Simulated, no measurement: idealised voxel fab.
process module | voxel double patterning
cross-section cut | 230 nm wide | cells 5 nm
A cross-section is a grid of square cells, given in bands from the top down. A band is one or more rows of cells.
Each band's line starts with the height of the band's top and of its bottom, in nm. Then come its materials from left to right, each with its width in nm. One material with "throughout" fills the band from edge to edge. "air" is empty space.
Height 0 is the level under which the wafer as received is all one material. The lowest band goes on downwards, as in "0 down".
A width such as "30 to 40" changes by the same amount from each row of cells to the next, from the band's top row to its bottom row.
"no change" after a step means that no cell of the cross-section changed.
closed voids: empty space of 8 cells or more with no open way to the top, each as width x height at its distance from the left edge, in nm
after a step's settings: what the simulator itself notes on the step
overlay nm, on a step with a mask: how far to the right of its planned place the mask lay; to the left if negative
plan
1 op RECEIVE | material Si
2 op CONFORMAL_DEP | material SiO2 | thk nm 5
3 op DIRECTIONAL_DEP | material TiN | thk nm 20
4 op DIRECTIONAL_DEP | material SiCN | thk nm 10
5 op MASKED_ETCH | tone open | mask id FIRST | width nm 15 | pitch nm 50 | etch materials SiCN | depth nm 10 | overlay nm 0
6 op DIRECTIONAL_DEP | material aC | thk nm 10
7 op PATTERN | tone open | mask id SECOND | material resist | width nm 15 | pitch nm 50 | thk nm 25 | overlay nm 0
8 op DIRECTIONAL_ETCH | etch materials aC | depth nm 10
9 op STRIP | etch materials resist
10 op DIRECTIONAL_ETCH | etch materials SiCN | depth nm 10
11 op STRIP | etch materials aC
12 op DIRECTIONAL_ETCH | etch materials TiN | depth nm 20
13 op STRIP | etch materials SiCN
as received, after step 1
  0 down: Si throughout
  closed voids: none
first wafer at the end, as planned
  25 to 5: TiN 55 | air 15 | TiN 10 | air 15 | TiN 10 | air 15 | TiN 10 | air 15 | TiN 10 | air 15 | TiN 60
  5 to 0: SiO2 throughout
  0 down: Si throughout
  closed voids: none
second wafer at the end: like start, like plan, one mistake
  30 to 10: TiN 55 | air 15 | TiN 10 | air 15 | TiN 10 | air 15 | TiN 10 | air 15 | TiN 10 | air 15 | TiN 60
  10 to 5: TiN throughout
  5 to 0: SiO2 throughout
  0 down: Si throughout
  closed voids: none
what went wrong: step 3 ran as: op DIRECTIONAL_DEP | material TiN | thk nm 25
at the end the second wafer has, in cells: 46 more of TiN
